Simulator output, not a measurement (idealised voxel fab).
A process module follows: voxel released beams.
For reference, the cross-section in this document is cut, with width 200 nm and square cells of 5 nm.
A cross-section is written here as square cells arranged in a grid, and it is given in bands from the top down, each band taking up one or more rows of cells. Top height, bottom height, nm. Materials left to right, width each, nm. Single material + "throughout" = fills band edge to edge. "air" = empty. It should be noted that heights are counted from 0, beneath which the wafer as supplied is of one material throughout, and that the lowest band possesses no lower boundary but continues downward, as written in "0..down". Note: "30 to 40" means the width goes from the first number (top row of the band) to the second number (bottom row) in equal steps per row of cells. For the purposes of this document, the phrase "all unchanged" attached to a step denotes that no cell within the cross-section was modified by that step. Voids not open to the top, 8 cells minimum: see "Enclosed void entries". Written width x height at distance; distance is from the left edge; nm. Text after the settings on a step's line: the simulator's own remark on that step. What "overlay nm" on a step's line means: if the step has a mask, that mask lay this far to the right of its planned place, or, when the value is negative, to the left.
Planned step list for the process:
1) RECEIVE | material Si
2) CONFORMAL_DEP | material SiN | thk nm 5
3) DIRECTIONAL_DEP | material SiO2 | thk nm 20
4) PATTERN | tone open | mask id ANCHOR | material resist | width nm 35 | thk nm 20 | overlay nm 0
5) DIRECTIONAL_ETCH | etch materials SiO2 | depth nm 20
6) STRIP | etch materials resist
7) CONFORMAL_DEP | material TiN | thk nm 15
8) MASKED_ETCH | tone cover | mask id BEAM | width nm 120 | etch materials TiN | depth nm 15 | overlay nm 0
9) STRIP | etch materials SiO2
The first of a set of two wafers, run to plan:
Step 1 complete: cross-section of the wafer as received:
    0..down  Si throughout
    Enclosed void entries: none
Wafer after step 2 (cross-section):
    5..0  SiN throughout
    below 0: unchanged
Wafer after step 3 (cross-section):
    25..5  SiO2 throughout
    below 5: unchanged
Wafer after step 4 (cross-section):
    45..25  40 resist, then 35 air, then 125 resist
    below 25: unchanged
Wafer after step 5 (cross-section):
    45..25  40 resist, then 35 air, then 125 resist
    25..5  40 SiO2, then 35 air, then 125 SiO2
    below 5: unchanged
Wafer after step 6 (cross-section):
    25..5  40 SiO2, then 35 air, then 125 SiO2
    below 5: unchanged
Wafer after step 7 (cross-section):
    40..25  55 TiN, then 5 air, then 140 TiN
    25..20  40 SiO2, then 15 TiN, then 5 air, then 15 TiN, then 125 SiO2
    20..5  40 SiO2, then 35 TiN, then 125 SiO2
    below 5: unchanged
Wafer after step 8 (cross-section):
    40..25  35 air, then 20 TiN, then 5 air, then 95 TiN, then 45 air
    below 25: unchanged
Wafer after step 9 (cross-section):
    40..25  35 air, then 20 TiN, then 5 air, then 95 TiN, then 45 air
    25..20  40 air, then 15 TiN, then 5 air, then 15 TiN, then 125 air
    20..5  40 air, then 35 TiN, then 125 air
    below 5: unchanged
What follows concerns the second wafer, which started out like the first and was meant to follow the very same plan; one mistake crept in when it was run, but everything up to and including step 6 is the same as for the first wafer:
Cross-section of the second wafer at the time step 7 of the plan should have ended:
    55..25  TiN throughout
    25..5  40 SiO2, then 35 TiN, then 125 SiO2
    below 5: unchanged
Cross-section of the second wafer at the time step 8 of the plan should have ended:
    55..40  35 air, then 120 TiN, then 45 air
    below 40: unchanged
Cross-section of the second wafer at the time step 9 of the plan should have ended: all unchanged
Deviation from plan: step 7 of the plan was performed twice
The closing comparison, in cells, has the second wafer with more or fewer of some materials than the first: 132 more of SiO2, 124 more of TiN
